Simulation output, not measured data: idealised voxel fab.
process module | voxel released beams
cross-section cut | 285 nm wide | cells 5 nm
A cross-section is a grid of square cells, given in bands from the top down. A band is one or more rows of cells.
Each band's line starts with the height of the band's top and of its bottom, in nm. Then come its materials from left to right, each with its width in nm. One material with "throughout" fills the band from edge to edge. "air" is empty space.
Height 0 is the level under which the wafer as received is all one material. The lowest band goes on downwards, as in "0 down".
A width such as "30 to 40" changes by the same amount from each row of cells to the next, from the band's top row to its bottom row.
"no change" after a step means that no cell of the cross-section changed.
closed voids: empty space of 8 cells or more with no open way to the top, each as width x height at its distance from the left edge, in nm
after a step's settings: what the simulator itself notes on the step
overlay nm, on a step with a mask: how far to the right of its planned place the mask lay; to the left if negative
plan
1 op RECEIVE | material Si
2 op CONFORMAL_DEP | material SiN | thk nm 5
3 op DIRECTIONAL_DEP | material SiO2 | thk nm 20
4 op PATTERN | tone open | mask id ANCHOR | material resist | width nm 30 | thk nm 15 | overlay nm 0
5 op DIRECTIONAL_ETCH | etch materials SiO2 | depth nm 20
6 op STRIP | etch materials resist
7 op CONFORMAL_DEP | material TiN | thk nm 10
8 op DIRECTIONAL_DEP | material aC | thk nm 10
9 op PATTERN | tone cover | mask id BEAM | material resist | width nm 110 | thk nm 25 | overlay nm 0
10 op DIRECTIONAL_ETCH | etch materials aC | depth nm 10
11 op STRIP | etch materials resist
12 op DIRECTIONAL_ETCH | etch materials TiN | depth nm 10
13 op STRIP | etch materials aC
14 op STRIP | etch materials SiO2
as received, after step 1
  0 down: Si throughout
  closed voids: none
a wafer at the end: this start, this plan, one mistake
  30 to 20: air 85 | TiN 15 | air 10 | TiN 85 | air 90
  20 to 10: air 90 | TiN 10 | air 10 | TiN 10 | air 165
  10 to 0: air 90 | TiN 30 | air 165
  0 down: Si throughout
  closed voids: none
what went wrong: step 2 was left out
